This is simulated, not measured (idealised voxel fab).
This is a process module. Its name is voxel air gaps.
Each square cell in cross-section cut measures 5 nm, and the section as a whole is 185 nm wide.
A cross-section in this document is a grid of square cells, and it is written down as bands, the top band listed before the ones below it; a band is made up of one or more rows of cells. Top height, bottom height, nm. Materials left to right, width each, nm. Single material + "everywhere" = fills band edge to edge. "air" = empty. It should be noted that heights are counted from 0, beneath which the wafer as supplied is of one material throughout, and that the lowest band possesses no lower boundary but continues downward, as written in "0..down". Top row gets the first number, bottom row gets the second, and each row in between changes by the same step: that is how a band width like "30 to 40" works. A step reported as "nothing changed" is a step in which no cell of the cross-section changed. What "Enclosed void catalog" gives you is every empty space of 8 cells or more that is cut off from the top. Each appears as width x height at distance, with the distance taken from the left edge and width, height and distance all in nm. Post-settings text on a step line: simulator's own remark regarding the step. Regarding "overlay nm": on a step with a mask, it is the distance the mask lay to the right of its planned place; a negative value places it to the left. Each of the pairs that make up the rest of this document says: here is the cross-section before one process step, here is the cross-section after it, drawn only down to the lowest band that changed, and here, under the pair, is the step lying between them with its settings. Different pairs may come from different runs of this module on the same starting wafer, so a pair continues from the pair above it only where its entry headed "State before step" says so.

### State before step
- 0..down  Si everywhere
- Enclosed void catalog: none

### Structure After Step
- 15..0  SiO2 everywhere
- Below 0, no change.
- Enclosed void catalog: none
The structure goes from the before cross-section above to the after cross-section through op CONFORMAL_DEP | material SiO2 | thk nm 15

State before step: unchanged from the after cross-section in the pair immediately above; refer to that figure.

### Structure After Step
- 20..15  SiCN everywhere
- Below 15, no change.
- Enclosed void catalog: none
The structure goes from the before cross-section above to the after cross-section through op CONFORMAL_DEP | material SiCN | thk nm 5

State before step: unchanged from the after cross-section in the pair immediately above; refer to that figure.

### Structure After Step
- 60..20  lowk everywhere
- Below 20, no change.
- Enclosed void catalog: none
The structure goes from the before cross-section above to the after cross-section through op DIRECTIONAL_DEP | material lowk | thk nm 40

State before step: unchanged from the after cross-section in the pair immediately above; refer to that figure.

### Structure After Step
- 70..60  aC everywhere
- Below 60, no change.
- Enclosed void catalog: none
The structure goes from the before cross-section above to the after cross-section through op DIRECTIONAL_DEP | material aC | thk nm 10

State before step: unchanged from the after cross-section in the pair immediately above; refer to that figure.

### Structure After Step
- 100..70  resist 35 nm | air 20 nm | resist 25 nm | air 20 nm | resist 25 nm | air 20 nm | resist 40 nm
- Below 70, no change.
- Enclosed void catalog: none
The structure goes from the before cross-section above to the after cross-section through op PATTERN | tone open | mask id LINES | material resist | width nm 20 | pitch nm 45 | thk nm 30 | overlay nm 0

State before step: unchanged from the after cross-section in the pair immediately above; refer to that figure.

### Structure After Step
- 90..70  resist 35 nm | air 20 nm | resist 25 nm | air 20 nm | resist 25 nm | air 20 nm | resist 40 nm
- 70..60  aC 35 nm | air 20 nm | aC 25 nm | air 20 nm | aC 25 nm | air 20 nm | aC 40 nm
- Below 60, no change.
- Enclosed void catalog: none
The structure goes from the before cross-section above to the after cross-section through op DIRECTIONAL_ETCH | etch materials aC | depth nm 10

State before step: unchanged from the after cross-section in the pair immediately above; refer to that figure.

### Structure After Step
- 70..60  aC 35 nm | air 20 nm | aC 25 nm | air 20 nm | aC 25 nm | air 20 nm | aC 40 nm
- Below 60, no change.
- Enclosed void catalog: none
The structure goes from the before cross-section above to the after cross-section through op STRIP | etch materials resist

State before step: unchanged from the after cross-section in the pair immediately above; refer to that figure.

### Structure After Step
- 70..60  aC 35 nm | air 20 nm | aC 25 nm | air 20 nm | aC 25 nm | air 20 nm | aC 40 nm
- 60..20  lowk 35 nm | air 20 nm | lowk 25 nm | air 20 nm | lowk 25 nm | air 20 nm | lowk 40 nm
- Below 20, no change.
- Enclosed void catalog: none
The structure goes from the before cross-section above to the after cross-section through op DIRECTIONAL_ETCH | etch materials lowk | depth nm 40

State before step: unchanged from the after cross-section in the pair immediately above; refer to that figure.

### Structure After Step
- 60..20  lowk 35 nm | air 20 nm | lowk 25 nm | air 20 nm | lowk 25 nm | air 20 nm | lowk 40 nm
- Below 20, no change.
- Enclosed void catalog: none
The structure goes from the before cross-section above to the after cross-section through op STRIP | etch materials aC

State before step: unchanged from the after cross-section in the pair immediately above; refer to that figure.

### Structure After Step
- 65..60  TiN 40 nm | air 10 nm | TiN 35 nm | air 10 nm | TiN 35 nm | air 10 nm | TiN 45 nm
- 60..25  lowk 35 nm | TiN 5 nm | air 10 nm | TiN 5 nm | lowk 25 nm | TiN 5 nm | air 10 nm | TiN 5 nm | lowk 25 nm | TiN 5 nm | air 10 nm | TiN 5 nm | lowk 40 nm
- 25..20  lowk 35 nm | TiN 20 nm | lowk 25 nm | TiN 20 nm | lowk 25 nm | TiN 20 nm | lowk 40 nm
- Below 20, no change.
- Enclosed void catalog: none
The structure goes from the before cross-section above to the after cross-section through op CONFORMAL_DEP | material TiN | thk nm 5

State before step: unchanged from the after cross-section in the pair immediately above; refer to that figure.

### Structure After Step
- 75..65  Cu everywhere
- 65..60  TiN 40 nm | Cu 10 nm | TiN 35 nm | Cu 10 nm | TiN 35 nm | Cu 10 nm | TiN 45 nm
- 60..25  lowk 35 nm | TiN 5 nm | Cu 10 nm | TiN 5 nm | lowk 25 nm | TiN 5 nm | Cu 10 nm | TiN 5 nm | lowk 25 nm | TiN 5 nm | Cu 10 nm | TiN 5 nm | lowk 40 nm
- Below 25, no change.
- Enclosed void catalog: none
The structure goes from the before cross-section above to the after cross-section through op FILL_DEP | material Cu | thk nm 10

State before step: unchanged from the after cross-section in the pair immediately above; refer to that figure.

### Structure After Step
- 60..25  lowk 35 nm | TiN 5 nm | Cu 10 nm | TiN 5 nm | lowk 25 nm | TiN 5 nm | Cu 10 nm | TiN 5 nm | lowk 25 nm | TiN 5 nm | Cu 10 nm | TiN 5 nm | lowk 40 nm
- Below 25, no change.
- Enclosed void catalog: none
The structure goes from the before cross-section above to the after cross-section through op CMP | height nm 60

State before step: unchanged from the after cross-section in the pair immediately above; refer to that figure.

### Structure After Step
- 70..60  air 25 nm | Ru 40 nm | air 5 nm | Ru 40 nm | air 5 nm | Ru 40 nm | air 30 nm
- Below 60, no change.
- Enclosed void catalog: none
The structure goes from the before cross-section above to the after cross-section through op EPI | material Ru | thk nm 10

State before step: unchanged from the after cross-section in the pair immediately above; refer to that figure.

### Structure After Step
- 70..60  air 25 nm | Ru 40 nm | air 5 nm | Ru 40 nm | air 5 nm | Ru 40 nm | air 30 nm
- 60..25  air 35 nm | TiN 5 nm | Cu 10 nm | TiN 5 nm | air 25 nm | TiN 5 nm | Cu 10 nm | TiN 5 nm | air 25 nm | TiN 5 nm | Cu 10 nm | TiN 5 nm | air 40 nm
- 25..20  air 35 nm | TiN 20 nm | air 25 nm | TiN 20 nm | air 25 nm | TiN 20 nm | air 40 nm
- Below 20, no change.
- Enclosed void catalog: none
The structure goes from the before cross-section above to the after cross-section through op SELECTIVE_ETCH | etch materials lowk | depth nm 50

State before step: unchanged from the after cross-section in the pair immediately above; refer to that figure.

### Structure After Step
- 75..70  air 20 nm | SiCN 140 nm | air 25 nm
- 70..60  air 20 nm | SiCN 5 nm | Ru 40 nm | SiCN 5 nm | Ru 40 nm | SiCN 5 nm | Ru 40 nm | SiCN 5 nm | air 25 nm
- 60..55  air 20 nm | SiCN 15 nm | TiN 5 nm | Cu 10 nm | TiN 5 nm | SiCN 25 nm | TiN 5 nm | Cu 10 nm | TiN 5 nm | SiCN 25 nm | TiN 5 nm | Cu 10 nm | TiN 5 nm | SiCN 15 nm | air 25 nm
- 55..25  air 30 nm | SiCN 5 nm | TiN 5 nm | Cu 10 nm | TiN 5 nm | SiCN 5 nm | air 15 nm | SiCN 5 nm | TiN 5 nm | Cu 10 nm | TiN 5 nm | SiCN 5 nm | air 15 nm | SiCN 5 nm | TiN 5 nm | Cu 10 nm | TiN 5 nm | SiCN 5 nm | air 35 nm
- 25..20  SiCN 35 nm | TiN 20 nm | SiCN 25 nm | TiN 20 nm | SiCN 25 nm | TiN 20 nm | SiCN 40 nm
- Below 20, no change.
- Enclosed void catalog: 15 x 30 at 60; 15 x 30 at 105
The structure goes from the before cross-section above to the after cross-section through op CONFORMAL_DEP | material SiCN | thk nm 5

### State before step
- 15..0  SiO2 everywhere
- 0..down  Si everywhere
- Enclosed void catalog: none

### Structure After Step
- 55..15  lowk everywhere
- Below 15, no change.
- Enclosed void catalog: none
The structure goes from the before cross-section above to the after cross-section through op DIRECTIONAL_DEP | material lowk | thk nm 40

State before step: unchanged from the after cross-section in the pair immediately above; refer to that figure.

### Structure After Step
- 65..55  aC everywhere
- Below 55, no change.
- Enclosed void catalog: none
The structure goes from the before cross-section above to the after cross-section through op DIRECTIONAL_DEP | material aC | thk nm 10

State before step: unchanged from the after cross-section in the pair immediately above; refer to that figure.

### Structure After Step
- 95..65  resist 35 nm | air 20 nm | resist 25 nm | air 20 nm | resist 25 nm | air 20 nm | resist 40 nm
- Below 65, no change.
- Enclosed void catalog: none
The structure goes from the before cross-section above to the after cross-section through op PATTERN | tone open | mask id LINES | material resist | width nm 20 | pitch nm 45 | thk nm 30 | overlay nm 0

State before step: unchanged from the after cross-section in the pair immediately above; refer to that figure.

### Structure After Step
- 85..65  resist 35 nm | air 20 nm | resist 25 nm | air 20 nm | resist 25 nm | air 20 nm | resist 40 nm
- 65..55  aC 35 nm | air 20 nm | aC 25 nm | air 20 nm | aC 25 nm | air 20 nm | aC 40 nm
- Below 55, no change.
- Enclosed void catalog: none
The structure goes from the before cross-section above to the after cross-section through op DIRECTIONAL_ETCH | etch materials aC | depth nm 10

State before step: unchanged from the after cross-section in the pair immediately above; refer to that figure.

### Structure After Step
- 65..55  aC 35 nm | air 20 nm | aC 25 nm | air 20 nm | aC 25 nm | air 20 nm | aC 40 nm
- Below 55, no change.
- Enclosed void catalog: none
The structure goes from the before cross-section above to the after cross-section through op STRIP | etch materials resist

State before step: unchanged from the after cross-section in the pair immediately above; refer to that figure.

### Structure After Step
- 65..55  aC 35 nm | air 20 nm | aC 25 nm | air 20 nm | aC 25 nm | air 20 nm | aC 40 nm
- 55..15  lowk 35 nm | air 20 nm | lowk 25 nm | air 20 nm | lowk 25 nm | air 20 nm | lowk 40 nm
- Below 15, no change.
- Enclosed void catalog: none
The structure goes from the before cross-section above to the after cross-section through op DIRECTIONAL_ETCH | etch materials lowk | depth nm 40

State before step: unchanged from the after cross-section in the pair immediately above; refer to that figure.

### Structure After Step
- 55..15  lowk 35 nm | air 20 nm | lowk 25 nm | air 20 nm | lowk 25 nm | air 20 nm | lowk 40 nm
- Below 15, no change.
- Enclosed void catalog: none
The structure goes from the before cross-section above to the after cross-section through op STRIP | etch materials aC

State before step: unchanged from the after cross-section in the pair immediately above; refer to that figure.

### Structure After Step
- 60..55  TiN 40 nm | air 10 nm | TiN 35 nm | air 10 nm | TiN 35 nm | air 10 nm | TiN 45 nm
- 55..20  lowk 35 nm | TiN 5 nm | air 10 nm | TiN 5 nm | lowk 25 nm | TiN 5 nm | air 10 nm | TiN 5 nm | lowk 25 nm | TiN 5 nm | air 10 nm | TiN 5 nm | lowk 40 nm
- 20..15  lowk 35 nm | TiN 20 nm | lowk 25 nm | TiN 20 nm | lowk 25 nm | TiN 20 nm | lowk 40 nm
- Below 15, no change.
- Enclosed void catalog: none
The structure goes from the before cross-section above to the after cross-section through op CONFORMAL_DEP | material TiN | thk nm 5

State before step: unchanged from the after cross-section in the pair immediately above; refer to that figure.

### Structure After Step
- 70..60  Cu everywhere
- 60..55  TiN 40 nm | Cu 10 nm | TiN 35 nm | Cu 10 nm | TiN 35 nm | Cu 10 nm | TiN 45 nm
- 55..20  lowk 35 nm | TiN 5 nm | Cu 10 nm | TiN 5 nm | lowk 25 nm | TiN 5 nm | Cu 10 nm | TiN 5 nm | lowk 25 nm | TiN 5 nm | Cu 10 nm | TiN 5 nm | lowk 40 nm
- Below 20, no change.
- Enclosed void catalog: none
The structure goes from the before cross-section above to the after cross-section through op FILL_DEP | material Cu | thk nm 10

State before step: unchanged from the after cross-section in the pair immediately above; refer to that figure.

### Structure After Step
- 60..55  TiN 40 nm | Cu 10 nm | TiN 35 nm | Cu 10 nm | TiN 35 nm | Cu 10 nm | TiN 45 nm
- Below 55, no change.
- Enclosed void catalog: none
The structure goes from the before cross-section above to the after cross-section through op CMP | height nm 60

State before step: unchanged from the after cross-section in the pair immediately above; refer to that figure.

### Structure After Step
- 70..60  Ru everywhere
- Below 60, no change.
- Enclosed void catalog: none
The structure goes from the before cross-section above to the after cross-section through op EPI | material Ru | thk nm 10

State before step: unchanged from the after cross-section in the pair immediately above; refer to that figure.

### Structure After Step
- 75..70  SiCN everywhere
- Below 70, no change.
- Enclosed void catalog: none
The structure goes from the before cross-section above to the after cross-section through op CONFORMAL_DEP | material SiCN | thk nm 5

### State before step
- 15..0  SiO2 everywhere
- 0..down  Si everywhere
- Enclosed void catalog: none

### Structure After Step
- 30..0  SiO2 everywhere
- Below 0, no change.
- Enclosed void catalog: none
The structure goes from the before cross-section above to the after cross-section through op CONFORMAL_DEP | material SiO2 | thk nm 15

State before step: unchanged from the after cross-section in the pair immediately above; refer to that figure.

### Structure After Step
- 35..30  SiCN everywhere
- Below 30, no change.
- Enclosed void catalog: none
The structure goes from the before cross-section above to the after cross-section through op CONFORMAL_DEP | material SiCN | thk nm 5

State before step: unchanged from the after cross-section in the pair immediately above; refer to that figure.

### Structure After Step
- 75..35  lowk everywhere
- Below 35, no change.
- Enclosed void catalog: none
The structure goes from the before cross-section above to the after cross-section through op DIRECTIONAL_DEP | material lowk | thk nm 40

State before step: unchanged from the after cross-section in the pair immediately above; refer to that figure.

### Structure After Step
- 85..75  aC everywhere
- Below 75, no change.
- Enclosed void catalog: none
The structure goes from the before cross-section above to the after cross-section through op DIRECTIONAL_DEP | material aC | thk nm 10

State before step: unchanged from the after cross-section in the pair immediately above; refer to that figure.

### Structure After Step
- 115..85  resist 35 nm | air 20 nm | resist 25 nm | air 20 nm | resist 25 nm | air 20 nm | resist 40 nm
- Below 85, no change.
- Enclosed void catalog: none
The structure goes from the before cross-section above to the after cross-section through op PATTERN | tone open | mask id LINES | material resist | width nm 20 | pitch nm 45 | thk nm 30 | overlay nm 0

State before step: unchanged from the after cross-section in the pair immediately above; refer to that figure.

### Structure After Step
- 105..85  resist 35 nm | air 20 nm | resist 25 nm | air 20 nm | resist 25 nm | air 20 nm | resist 40 nm
- 85..75  aC 35 nm | air 20 nm | aC 25 nm | air 20 nm | aC 25 nm | air 20 nm | aC 40 nm
- Below 75, no change.
- Enclosed void catalog: none
The structure goes from the before cross-section above to the after cross-section through op DIRECTIONAL_ETCH | etch materials aC | depth nm 10

State before step: unchanged from the after cross-section in the pair immediately above; refer to that figure.

### Structure After Step
- 85..75  aC 35 nm | air 20 nm | aC 25 nm | air 20 nm | aC 25 nm | air 20 nm | aC 40 nm
- Below 75, no change.
- Enclosed void catalog: none
The structure goes from the before cross-section above to the after cross-section through op STRIP | etch materials resist

State before step: unchanged from the after cross-section in the pair immediately above; refer to that figure.

### Structure After Step
- 85..75  aC 35 nm | air 20 nm | aC 25 nm | air 20 nm | aC 25 nm | air 20 nm | aC 40 nm
- 75..35  lowk 35 nm | air 20 nm | lowk 25 nm | air 20 nm | lowk 25 nm | air 20 nm | lowk 40 nm
- Below 35, no change.
- Enclosed void catalog: none
The structure goes from the before cross-section above to the after cross-section through op DIRECTIONAL_ETCH | etch materials lowk | depth nm 40

State before step: unchanged from the after cross-section in the pair immediately above; refer to that figure.

### Structure After Step
- 75..35  lowk 35 nm | air 20 nm | lowk 25 nm | air 20 nm | lowk 25 nm | air 20 nm | lowk 40 nm
- Below 35, no change.
- Enclosed void catalog: none
The structure goes from the before cross-section above to the after cross-section through op STRIP | etch materials aC

State before step: unchanged from the after cross-section in the pair immediately above; refer to that figure.

### Structure After Step
- 80..75  TiN 40 nm | air 10 nm | TiN 35 nm | air 10 nm | TiN 35 nm | air 10 nm | TiN 45 nm
- 75..40  lowk 35 nm | TiN 5 nm | air 10 nm | TiN 5 nm | lowk 25 nm | TiN 5 nm | air 10 nm | TiN 5 nm | lowk 25 nm | TiN 5 nm | air 10 nm | TiN 5 nm | lowk 40 nm
- 40..35  lowk 35 nm | TiN 20 nm | lowk 25 nm | TiN 20 nm | lowk 25 nm | TiN 20 nm | lowk 40 nm
- Below 35, no change.
- Enclosed void catalog: none
The structure goes from the before cross-section above to the after cross-section through op CONFORMAL_DEP | material TiN | thk nm 5

State before step: unchanged from the after cross-section in the pair immediately above; refer to that figure.

### Structure After Step
- 90..80  Cu everywhere
- 80..75  TiN 40 nm | Cu 10 nm | TiN 35 nm | Cu 10 nm | TiN 35 nm | Cu 10 nm | TiN 45 nm
- 75..40  lowk 35 nm | TiN 5 nm | Cu 10 nm | TiN 5 nm | lowk 25 nm | TiN 5 nm | Cu 10 nm | TiN 5 nm | lowk 25 nm | TiN 5 nm | Cu 10 nm | TiN 5 nm | lowk 40 nm
- Below 40, no change.
- Enclosed void catalog: none
The structure goes from the before cross-section above to the after cross-section through op FILL_DEP | material Cu | thk nm 10

State before step: unchanged from the after cross-section in the pair immediately above; refer to that figure.

### Structure After Step
- 60..40  lowk 35 nm | TiN 5 nm | Cu 10 nm | TiN 5 nm | lowk 25 nm | TiN 5 nm | Cu 10 nm | TiN 5 nm | lowk 25 nm | TiN 5 nm | Cu 10 nm | TiN 5 nm | lowk 40 nm
- Below 40, no change.
- Enclosed void catalog: none
The structure goes from the before cross-section above to the after cross-section through op CMP | height nm 60

State before step: unchanged from the after cross-section in the pair immediately above; refer to that figure.

### Structure After Step
- 70..60  air 25 nm | Ru 40 nm | air 5 nm | Ru 40 nm | air 5 nm | Ru 40 nm | air 30 nm
- Below 60, no change.
- Enclosed void catalog: none
The structure goes from the before cross-section above to the after cross-section through op EPI | material Ru | thk nm 10

State before step: unchanged from the after cross-section in the pair immediately above; refer to that figure.

### Structure After Step
- 70..60  air 25 nm | Ru 40 nm | air 5 nm | Ru 40 nm | air 5 nm | Ru 40 nm | air 30 nm
- 60..40  air 35 nm | TiN 5 nm | Cu 10 nm | TiN 5 nm | air 25 nm | TiN 5 nm | Cu 10 nm | TiN 5 nm | air 25 nm | TiN 5 nm | Cu 10 nm | TiN 5 nm | air 40 nm
- 40..35  air 35 nm | TiN 20 nm | air 25 nm | TiN 20 nm | air 25 nm | TiN 20 nm | air 40 nm
- Below 35, no change.
- Enclosed void catalog: none
The structure goes from the before cross-section above to the after cross-section through op SELECTIVE_ETCH | etch materials lowk | depth nm 50

State before step: unchanged from the after cross-section in the pair immediately above; refer to that figure.

### Structure After Step
- 75..70  air 20 nm | SiCN 140 nm | air 25 nm
- 70..60  air 20 nm | SiCN 5 nm | Ru 40 nm | SiCN 5 nm | Ru 40 nm | SiCN 5 nm | Ru 40 nm | SiCN 5 nm | air 25 nm
- 60..55  air 20 nm | SiCN 15 nm | TiN 5 nm | Cu 10 nm | TiN 5 nm | SiCN 25 nm | TiN 5 nm | Cu 10 nm | TiN 5 nm | SiCN 25 nm | TiN 5 nm | Cu 10 nm | TiN 5 nm | SiCN 15 nm | air 25 nm
- 55..40  air 30 nm | SiCN 5 nm | TiN 5 nm | Cu 10 nm | TiN 5 nm | SiCN 5 nm | air 15 nm | SiCN 5 nm | TiN 5 nm | Cu 10 nm | TiN 5 nm | SiCN 5 nm | air 15 nm | SiCN 5 nm | TiN 5 nm | Cu 10 nm | TiN 5 nm | SiCN 5 nm | air 35 nm
- 40..35  SiCN 35 nm | TiN 20 nm | SiCN 25 nm | TiN 20 nm | SiCN 25 nm | TiN 20 nm | SiCN 40 nm
- Below 35, no change.
- Enclosed void catalog: 15 x 15 at 60; 15 x 15 at 105
The structure goes from the before cross-section above to the after cross-section through op CONFORMAL_DEP | material SiCN | thk nm 5

### State before step
- 55..15  lowk everywhere
- 15..0  SiO2 everywhere
- 0..down  Si everywhere
- Enclosed void catalog: none

### Structure After Step
- 60..55  SiCN everywhere
- Below 55, no change.
- Enclosed void catalog: none
The structure goes from the before cross-section above to the after cross-section through op CONFORMAL_DEP | material SiCN | thk nm 5

State before step: unchanged from the after cross-section in the pair immediately above; refer to that figure.

### Structure After Step
- 70..60  aC everywhere
- Below 60, no change.
- Enclosed void catalog: none
The structure goes from the before cross-section above to the after cross-section through op DIRECTIONAL_DEP | material aC | thk nm 10

State before step: unchanged from the after cross-section in the pair immediately above; refer to that figure.

### Structure After Step
- 100..70  resist 35 nm | air 20 nm | resist 25 nm | air 20 nm | resist 25 nm | air 20 nm | resist 40 nm
- Below 70, no change.
- Enclosed void catalog: none
The structure goes from the before cross-section above to the after cross-section through op PATTERN | tone open | mask id LINES | material resist | width nm 20 | pitch nm 45 | thk nm 30 | overlay nm 0

State before step: unchanged from the after cross-section in the pair immediately above; refer to that figure.

### Structure After Step
- 90..70  resist 35 nm | air 20 nm | resist 25 nm | air 20 nm | resist 25 nm | air 20 nm | resist 40 nm
- 70..60  aC 35 nm | air 20 nm | aC 25 nm | air 20 nm | aC 25 nm | air 20 nm | aC 40 nm
- Below 60, no change.
- Enclosed void catalog: none
The structure goes from the before cross-section above to the after cross-section through op DIRECTIONAL_ETCH | etch materials aC | depth nm 10

State before step: unchanged from the after cross-section in the pair immediately above; refer to that figure.

### Structure After Step
- 70..60  aC 35 nm | air 20 nm | aC 25 nm | air 20 nm | aC 25 nm | air 20 nm | aC 40 nm
- Below 60, no change.
- Enclosed void catalog: none
The structure goes from the before cross-section above to the after cross-section through op STRIP | etch materials resist

State before step: unchanged from the after cross-section in the pair immediately above; refer to that figure.

### Structure After Step
- 60..55  SiCN everywhere
- Below 55, no change.
- Enclosed void catalog: none
The structure goes from the before cross-section above to the after cross-section through op STRIP | etch materials aC

State before step: unchanged from the after cross-section in the pair immediately above; refer to that figure.

### Structure After Step
- 65..60  TiN everywhere
- Below 60, no change.
- Enclosed void catalog: none
The structure goes from the before cross-section above to the after cross-section through op CONFORMAL_DEP | material TiN | thk nm 5

State before step: unchanged from the after cross-section in the pair immediately above; refer to that figure.

### Structure After Step
- 75..65  Cu everywhere
- Below 65, no change.
- Enclosed void catalog: none
The structure goes from the before cross-section above to the after cross-section through op FILL_DEP | material Cu | thk nm 10

State before step: unchanged from the after cross-section in the pair immediately above; refer to that figure.

### Structure After Step
- 60..55  SiCN everywhere
- Below 55, no change.
- Enclosed void catalog: none
The structure goes from the before cross-section above to the after cross-section through op CMP | height nm 60

State before step: unchanged from the after cross-section in the pair immediately above; refer to that figure.

### Structure After Step
- 65..55  SiCN everywhere
- Below 55, no change.
- Enclosed void catalog: none
The structure goes from the before cross-section above to the after cross-section through op CONFORMAL_DEP | material SiCN | thk nm 5

### State before step
- 0..down  Si everywhere
- Enclosed void catalog: none

### Structure After Step
- 20..0  SiO2 everywhere
- Below 0, no change.
- Enclosed void catalog: none
The structure goes from the before cross-section above to the after cross-section through op CONFORMAL_DEP | material SiO2 | thk nm 20

State before step: unchanged from the after cross-section in the pair immediately above; refer to that figure.

### Structure After Step
- 25..20  SiCN everywhere
- Below 20, no change.
- Enclosed void catalog: none
The structure goes from the before cross-section above to the after cross-section through op CONFORMAL_DEP | material SiCN | thk nm 5

State before step: unchanged from the after cross-section in the pair immediately above; refer to that figure.

### Structure After Step
- 65..25  lowk everywhere
- Below 25, no change.
- Enclosed void catalog: none
The structure goes from the before cross-section above to the after cross-section through op DIRECTIONAL_DEP | material lowk | thk nm 40

State before step: unchanged from the after cross-section in the pair immediately above; refer to that figure.

### Structure After Step
- 75..65  aC everywhere
- Below 65, no change.
- Enclosed void catalog: none
The structure goes from the before cross-section above to the after cross-section through op DIRECTIONAL_DEP | material aC | thk nm 10

State before step: unchanged from the after cross-section in the pair immediately above; refer to that figure.

### Structure After Step
- 105..75  resist 35 nm | air 20 nm | resist 25 nm | air 20 nm | resist 25 nm | air 20 nm | resist 40 nm
- Below 75, no change.
- Enclosed void catalog: none
The structure goes from the before cross-section above to the after cross-section through op PATTERN | tone open | mask id LINES | material resist | width nm 20 | pitch nm 45 | thk nm 30 | overlay nm 0

State before step: unchanged from the after cross-section in the pair immediately above; refer to that figure.

### Structure After Step
- 95..75  resist 35 nm | air 20 nm | resist 25 nm | air 20 nm | resist 25 nm | air 20 nm | resist 40 nm
- 75..65  aC 35 nm | air 20 nm | aC 25 nm | air 20 nm | aC 25 nm | air 20 nm | aC 40 nm
- Below 65, no change.
- Enclosed void catalog: none
The structure goes from the before cross-section above to the after cross-section through op DIRECTIONAL_ETCH | etch materials aC | depth nm 10

State before step: unchanged from the after cross-section in the pair immediately above; refer to that figure.

### Structure After Step
- 75..65  aC 35 nm | air 20 nm | aC 25 nm | air 20 nm | aC 25 nm | air 20 nm | aC 40 nm
- Below 65, no change.
- Enclosed void catalog: none
The structure goes from the before cross-section above to the after cross-section through op STRIP | etch materials resist

State before step: unchanged from the after cross-section in the pair immediately above; refer to that figure.

### Structure After Step
- 75..65  aC 35 nm | air 20 nm | aC 25 nm | air 20 nm | aC 25 nm | air 20 nm | aC 40 nm
- 65..25  lowk 35 nm | air 20 nm | lowk 25 nm | air 20 nm | lowk 25 nm | air 20 nm | lowk 40 nm
- Below 25, no change.
- Enclosed void catalog: none
The structure goes from the before cross-section above to the after cross-section through op DIRECTIONAL_ETCH | etch materials lowk | depth nm 40

State before step: unchanged from the after cross-section in the pair immediately above; refer to that figure.

### Structure After Step
- 65..25  lowk 35 nm | air 20 nm | lowk 25 nm | air 20 nm | lowk 25 nm | air 20 nm | lowk 40 nm
- Below 25, no change.
- Enclosed void catalog: none
The structure goes from the before cross-section above to the after cross-section through op STRIP | etch materials aC

State before step: unchanged from the after cross-section in the pair immediately above; refer to that figure.

### Structure After Step
- 70..65  TiN 40 nm | air 10 nm | TiN 35 nm | air 10 nm | TiN 35 nm | air 10 nm | TiN 45 nm
- 65..30  lowk 35 nm | TiN 5 nm | air 10 nm | TiN 5 nm | lowk 25 nm | TiN 5 nm | air 10 nm | TiN 5 nm | lowk 25 nm | TiN 5 nm | air 10 nm | TiN 5 nm | lowk 40 nm
- 30..25  lowk 35 nm | TiN 20 nm | lowk 25 nm | TiN 20 nm | lowk 25 nm | TiN 20 nm | lowk 40 nm
- Below 25, no change.
- Enclosed void catalog: none
The structure goes from the before cross-section above to the after cross-section through op CONFORMAL_DEP | material TiN | thk nm 5

State before step: unchanged from the after cross-section in the pair immediately above; refer to that figure.

### Structure After Step
- 80..70  Cu everywhere
- 70..65  TiN 40 nm | Cu 10 nm | TiN 35 nm | Cu 10 nm | TiN 35 nm | Cu 10 nm | TiN 45 nm
- 65..30  lowk 35 nm | TiN 5 nm | Cu 10 nm | TiN 5 nm | lowk 25 nm | TiN 5 nm | Cu 10 nm | TiN 5 nm | lowk 25 nm | TiN 5 nm | Cu 10 nm | TiN 5 nm | lowk 40 nm
- Below 30, no change.
- Enclosed void catalog: none
The structure goes from the before cross-section above to the after cross-section through op FILL_DEP | material Cu | thk nm 10

State before step: unchanged from the after cross-section in the pair immediately above; refer to that figure.

### Structure After Step
- 60..30  lowk 35 nm | TiN 5 nm | Cu 10 nm | TiN 5 nm | lowk 25 nm | TiN 5 nm | Cu 10 nm | TiN 5 nm | lowk 25 nm | TiN 5 nm | Cu 10 nm | TiN 5 nm | lowk 40 nm
- Below 30, no change.
- Enclosed void catalog: none
The structure goes from the before cross-section above to the after cross-section through op CMP | height nm 60

State before step: unchanged from the after cross-section in the pair immediately above; refer to that figure.

### Structure After Step
- 70..60  air 25 nm | Ru 40 nm | air 5 nm | Ru 40 nm | air 5 nm | Ru 40 nm | air 30 nm
- Below 60, no change.
- Enclosed void catalog: none
The structure goes from the before cross-section above to the after cross-section through op EPI | material Ru | thk nm 10

State before step: unchanged from the after cross-section in the pair immediately above; refer to that figure.

### Structure After Step
- 70..60  air 25 nm | Ru 40 nm | air 5 nm | Ru 40 nm | air 5 nm | Ru 40 nm | air 30 nm
- 60..30  air 35 nm | TiN 5 nm | Cu 10 nm | TiN 5 nm | air 25 nm | TiN 5 nm | Cu 10 nm | TiN 5 nm | air 25 nm | TiN 5 nm | Cu 10 nm | TiN 5 nm | air 40 nm
- 30..25  air 35 nm | TiN 20 nm | air 25 nm | TiN 20 nm | air 25 nm | TiN 20 nm | air 40 nm
- Below 25, no change.
- Enclosed void catalog: none
The structure goes from the before cross-section above to the after cross-section through op SELECTIVE_ETCH | etch materials lowk | depth nm 50

State before step: unchanged from the after cross-section in the pair immediately above; refer to that figure.

### Structure After Step
- 75..70  air 20 nm | SiCN 140 nm | air 25 nm
- 70..60  air 20 nm | SiCN 5 nm | Ru 40 nm | SiCN 5 nm | Ru 40 nm | SiCN 5 nm | Ru 40 nm | SiCN 5 nm | air 25 nm
- 60..55  air 20 nm | SiCN 15 nm | TiN 5 nm | Cu 10 nm | TiN 5 nm | SiCN 25 nm | TiN 5 nm | Cu 10 nm | TiN 5 nm | SiCN 25 nm | TiN 5 nm | Cu 10 nm | TiN 5 nm | SiCN 15 nm | air 25 nm
- 55..30  air 30 nm | SiCN 5 nm | TiN 5 nm | Cu 10 nm | TiN 5 nm | SiCN 5 nm | air 15 nm | SiCN 5 nm | TiN 5 nm | Cu 10 nm | TiN 5 nm | SiCN 5 nm | air 15 nm | SiCN 5 nm | TiN 5 nm | Cu 10 nm | TiN 5 nm | SiCN 5 nm | air 35 nm
- 30..25  SiCN 35 nm | TiN 20 nm | SiCN 25 nm | TiN 20 nm | SiCN 25 nm | TiN 20 nm | SiCN 40 nm
- Below 25, no change.
- Enclosed void catalog: 15 x 25 at 60; 15 x 25 at 105
The structure goes from the before cross-section above to the after cross-section through op CONFORMAL_DEP | material SiCN | thk nm 5

### State before step
- 70..60  aC everywhere
- 60..20  lowk everywhere
- 20..15  SiCN everywhere
- 15..0  SiO2 everywhere
- 0..down  Si everywhere
- Enclosed void catalog: none

### Structure After Step
- 100..70  resist 30 nm | air 30 nm | resist 15 nm | air 30 nm | resist 15 nm | air 30 nm | resist 35 nm
- Below 70, no change.
- Enclosed void catalog: none
The structure goes from the before cross-section above to the after cross-section through op PATTERN | tone open | mask id LINES | material resist | width nm 30 | pitch nm 45 | thk nm 30 | overlay nm 0
